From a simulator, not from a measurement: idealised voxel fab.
Module name: voxel transistor to metal (process module)
In the cross-section labelled cut, the width is 165 nm and each square cell is 5 nm.
Think of the cross-section as a grid of square cells. We describe it in bands, top to bottom, and each band covers one or more rows of those cells.
Per band: top height and bottom height in nm, followed by the left-to-right materials and their widths in nm; "throughout" marks a single material spanning edge to edge, "empty" marks empty space.
A quick word on heights: they are counted from 0, and under that level the wafer as it came to us is one material throughout. The lowest band is different from the rest in having no bottom; it simply continues downward, written as in "z 0 and below".
Read "30->40" as a graded width: first number on top, second number at the bottom, same change between each pair of neighbouring rows.
It should be understood that the words "identical to before", when stated for a given step, signify that the cross-section underwent no change in any of its cells during that step.
"Fully enclosed voids" - sealed voids, min. 8 cells, no opening to top; format: width x height at distance (distance from left edge; nm throughout).
Text after the settings on a step's line: the simulator's own remark on that step.
For masked steps, "overlay nm" on the step line gives how far right of plan the mask actually lay; a minus sign means it lay to the left.
-- Here's what the planned process steps look like
step 1: RECEIVE | material Si
step 2: CONFORMAL_DEP | material SiO2 | thk nm 5
step 3: CONFORMAL_DEP | material SiN | thk nm 10
step 4: PATTERN | tone cover | mask id ACTIVE | material resist | width nm 105 | thk nm 20 | overlay nm 0
step 5: DIRECTIONAL_ETCH | etch materials SiN | depth nm 10
step 6: DIRECTIONAL_ETCH | etch materials SiO2 | depth nm 5
step 7: DIRECTIONAL_ETCH | etch materials Si | depth nm 25
step 8: STRIP | etch materials resist
step 9: FILL_DEP | material SiO2 | thk nm 10
step 10: CMP | height nm 15
step 11: SELECTIVE_ETCH | etch materials SiO2 | depth nm 10
step 12: STRIP | etch materials SiN
step 13: SELECTIVE_ETCH | etch materials SiO2 | depth nm 5
step 14: OXIDIZE | depth nm 5
step 15: DIRECTIONAL_DEP | material polySi | thk nm 30
step 16: DIRECTIONAL_DEP | material SiCN | thk nm 15
step 17: PATTERN | tone cover | mask id GATE | material resist | width nm 25 | thk nm 20 | overlay nm 0
step 18: DIRECTIONAL_ETCH | etch materials SiCN | depth nm 25
step 19: DIRECTIONAL_ETCH | etch materials polySi | depth nm 40
step 20: STRIP | etch materials resist
step 21: CONFORMAL_DEP | material SiN | thk nm 10
step 22: DIRECTIONAL_ETCH | etch materials SiN | depth nm 10
step 23: DIRECTIONAL_ETCH | etch materials SiO2 | depth nm 5
step 24: DIRECTIONAL_ETCH | etch materials Si | depth nm 15
step 25: EPI | material SiGe | thk nm 15
step 26: FILL_DEP | material SiO2 | thk nm 10
step 27: CMP | height nm 45
step 28: DIRECTIONAL_DEP | material SiO2 | thk nm 15
step 29: PATTERN | tone open | mask id CONTACT | material resist | width nm 25 | pitch nm 60 | thk nm 20 | overlay nm 0
step 30: DIRECTIONAL_ETCH | etch materials SiO2 | depth nm 65
step 31: STRIP | etch materials resist
step 32: CONFORMAL_DEP | material TiN | thk nm 5
step 33: FILL_DEP | material W | thk nm 5
step 34: CMP | height nm 60
step 35: CONFORMAL_DEP | material SiCN | thk nm 5
step 36: DIRECTIONAL_DEP | material SiO2 | thk nm 20
step 37: MASKED_ETCH | tone open | mask id METAL_1 | width nm 15 | pitch nm 70 | etch materials SiO2 | depth nm 20 | overlay nm 0
step 38: MASKED_ETCH | tone open | mask id METAL_1 | width nm 15 | pitch nm 70 | etch materials SiCN | depth nm 5 | overlay nm 0
step 39: CONFORMAL_DEP | material TiN | thk nm 5
step 40: FILL_DEP | material Cu | thk nm 5
step 41: CMP | height nm 85
step 42: CONFORMAL_DEP | material SiN | thk nm 5
Same starting wafers, different width nm at step 37. Plan value belongs to the first wafer.
-- Cross-section, first of several wafers, as delivered after step 1
	z 0 and below  Si throughout
	Fully enclosed voids: none
-- Last step of the module is step 42; after it, the first of several wafers in cross-section
	z 90 to 85  SiN throughout
	z 85 to 65  40 of SiO2 / 5 of TiN / 5 of Cu / 5 of TiN / 55 of SiO2 / 5 of TiN / 5 of Cu / 5 of TiN / 40 of SiO2
	z 65 to 60  40 of SiCN / 15 of TiN / 55 of SiCN / 15 of TiN / 40 of SiCN
	z 60 to 50  40 of SiO2 / 5 of TiN / 15 of W / 5 of TiN / 35 of SiO2 / 5 of TiN / 15 of W / 5 of TiN / 40 of SiO2
	z 50 to 45  40 of SiO2 / 5 of TiN / 10 of W / 10 of TiN / 35 of SiO2 / 10 of TiN / 10 of W / 5 of TiN / 40 of SiO2
	z 45 to 30  40 of SiO2 / 5 of TiN / 10 of W / 5 of TiN / 10 of SiN / 25 of SiCN / 10 of SiN / 5 of TiN / 10 of W / 5 of TiN / 40 of SiO2
	z 30 to 15  40 of SiO2 / 5 of TiN / 10 of W / 5 of TiN / 10 of SiN / 25 of polySi / 10 of SiN / 5 of TiN / 10 of W / 5 of TiN / 40 of SiO2
	z 15 to 10  40 of SiO2 / 20 of TiN / 10 of SiN / 25 of polySi / 10 of SiN / 20 of TiN / 40 of SiO2
	z 10 to 0  40 of SiO2 / 5 of TiN / 15 of SiGe / 10 of SiN / 25 of polySi / 10 of SiN / 15 of SiGe / 5 of TiN / 40 of SiO2
	z 0 to -5  40 of SiO2 / 5 of TiN / 15 of SiGe / 45 of SiO2 / 15 of SiGe / 5 of TiN / 40 of SiO2
	z -5 to -20  30 of SiO2 / 30 of SiGe / 45 of Si / 30 of SiGe / 30 of SiO2
	z -20 to -25  30 of SiO2 / 105 of Si / 30 of SiO2
	z -25 and below  Si throughout
	Fully enclosed voids: none
-- So this is the cross-section on the last wafer at the end of the module
	z 90 to 85  SiN throughout
	z 85 to 70  35 of SiO2 / 5 of TiN / 20 of Cu / 5 of TiN / 40 of SiO2 / 5 of TiN / 20 of Cu / 5 of TiN / 30 of SiO2
	z 70 to 65  35 of SiO2 / 10 of TiN / 5 of Cu / 15 of TiN / 40 of SiO2 / 10 of TiN / 5 of Cu / 15 of TiN / 30 of SiO2
	z 65 to 60  40 of SiCN / 15 of TiN / 55 of SiCN / 15 of TiN / 40 of SiCN
	z 60 to 50  40 of SiO2 / 5 of TiN / 15 of W / 5 of TiN / 35 of SiO2 / 5 of TiN / 15 of W / 5 of TiN / 40 of SiO2
	z 50 to 45  40 of SiO2 / 5 of TiN / 10 of W / 10 of TiN / 35 of SiO2 / 10 of TiN / 10 of W / 5 of TiN / 40 of SiO2
	z 45 to 30  40 of SiO2 / 5 of TiN / 10 of W / 5 of TiN / 10 of SiN / 25 of SiCN / 10 of SiN / 5 of TiN / 10 of W / 5 of TiN / 40 of SiO2
	z 30 to 15  40 of SiO2 / 5 of TiN / 10 of W / 5 of TiN / 10 of SiN / 25 of polySi / 10 of SiN / 5 of TiN / 10 of W / 5 of TiN / 40 of SiO2
	z 15 to 10  40 of SiO2 / 20 of TiN / 10 of SiN / 25 of polySi / 10 of SiN / 20 of TiN / 40 of SiO2
	z 10 to 0  40 of SiO2 / 5 of TiN / 15 of SiGe / 10 of SiN / 25 of polySi / 10 of SiN / 15 of SiGe / 5 of TiN / 40 of SiO2
	z 0 to -5  40 of SiO2 / 5 of TiN / 15 of SiGe / 45 of SiO2 / 15 of SiGe / 5 of TiN / 40 of SiO2
	z -5 to -20  30 of SiO2 / 30 of SiGe / 45 of Si / 30 of SiGe / 30 of SiO2
	z -20 to -25  30 of SiO2 / 105 of Si / 30 of SiO2
	z -25 and below  Si throughout
	Fully enclosed voids: none
-- Each row below is a wafer at the end of the module, listing for every material the number of cells it has gained (+) or lost (-) since it was received, followed by its closed voids
width nm 15; +8 Cu; -117 Si; +42 SiCN; +54 SiGe; +69 SiN; +394 SiO2; +74 TiN; +40 W; +30 polySi; Fully enclosed voids: none
width nm 20; +14 Cu; -117 Si; +42 SiCN; +54 SiGe; +69 SiN; +386 SiO2; +76 TiN; +40 W; +30 polySi; Fully enclosed voids: none
width nm 25; +20 Cu; -117 Si; +42 SiCN; +54 SiGe; +69 SiN; +378 SiO2; +78 TiN; +40 W; +30 polySi; Fully enclosed voids: none
width nm 30; +26 Cu; -117 Si; +42 SiCN; +54 SiGe; +69 SiN; +370 SiO2; +80 TiN; +40 W; +30 polySi; Fully enclosed voids: none
